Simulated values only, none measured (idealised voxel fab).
Process module in this document: voxel air gaps
We display cut, a cross-section 165 nm in width whose square cells are each 5 nm.
If you're reading a cross-section in this doc, picture square cells in a grid; it comes to you as bands, top ones listed first down to the bottom, and a band can be one or more rows of cells.
Top, bottom (nm), then materials left to right with widths (nm); lone material tagged "everywhere" fills the whole band edge to edge; "air" = empty space.
Where do heights start? At 0: under that level the wafer as delivered is made of one material only. And the lowest band has no floor; it just carries on downward, as in "0 and below".
You'd read "30->40" like this: the band's top row of cells is as wide as the first number, its bottom row is as wide as the second, and going down, every row changes width by the same amount as the row before did.
You'll sometimes find "stayed the same" written for a step, and that's the way of saying that nowhere in the cross-section did a cell change during that step.
"Internal closed voids": empty spaces of 8 cells or more with no open way to the top, each given as width x height at distance, distance from the left edge, all in nm.
Heads up: the bit after the settings on a step's line is the simulator's remark on that step.
A step line may carry the setting "overlay nm", which, for steps involving a mask, states the distance by which the mask lay to the right of its intended position; negative values denote displacement to the left.
THE PROCESS STEPS THAT WERE PLANNED ARE LISTED BELOW
1,RECEIVE | material Si
2,CONFORMAL_DEP | material SiO2 | thk nm 15
3,CONFORMAL_DEP | material SiCN | thk nm 5
4,DIRECTIONAL_DEP | material SiO2 | thk nm 35
5,MASKED_ETCH | tone open | mask id LINES | width nm 15 | pitch nm 45 | etch materials SiO2 | depth nm 35 | overlay nm 0
6,CONFORMAL_DEP | material TiN | thk nm 5
7,FILL_DEP | material Cu | thk nm 5
8,CMP | height nm 55
9,EPI | material Ru | thk nm 10
10,SELECTIVE_ETCH | etch materials SiO2 | depth nm 45
11,CONFORMAL_DEP | material SiCN | thk nm 5
Wafers differ in width nm at step 5; plan lists the first wafer's value; identical starting state.
FIRST WAFER AS RECEIVED, AFTER STEP 1
- 0 and below: Si everywhere
- Internal closed voids: none
THE TABLE BELOW HAS ONE ROW FOR EACH WAFER; A ROW SHOWS, AS OF THE END OF THE MODULE, HOW MANY CELLS OF EACH MATERIAL THE WAFER HAS GAINED, MARKED (+), OR LOST, MARKED (-), SINCE IT WAS RECEIVED, AND THEN THE WAFER'S CLOSED VOIDS
width nm 15, +18 Cu, +42 Ru, +144 SiCN, +99 SiO2, +45 TiN, Internal closed voids: 20 x 25 at 50; 20 x 25 at 95
width nm 20, +36 Cu, +48 Ru, +136 SiCN, +99 SiO2, +48 TiN, Internal closed voids: 15 x 25 at 50; 15 x 25 at 95
width nm 25, +54 Cu, +54 Ru, +92 SiCN, +155 SiO2, +51 TiN, Internal closed voids: none
width nm 30, +72 Cu, +56 Ru, +92 SiCN, +141 SiO2, +54 TiN, Internal closed voids: none
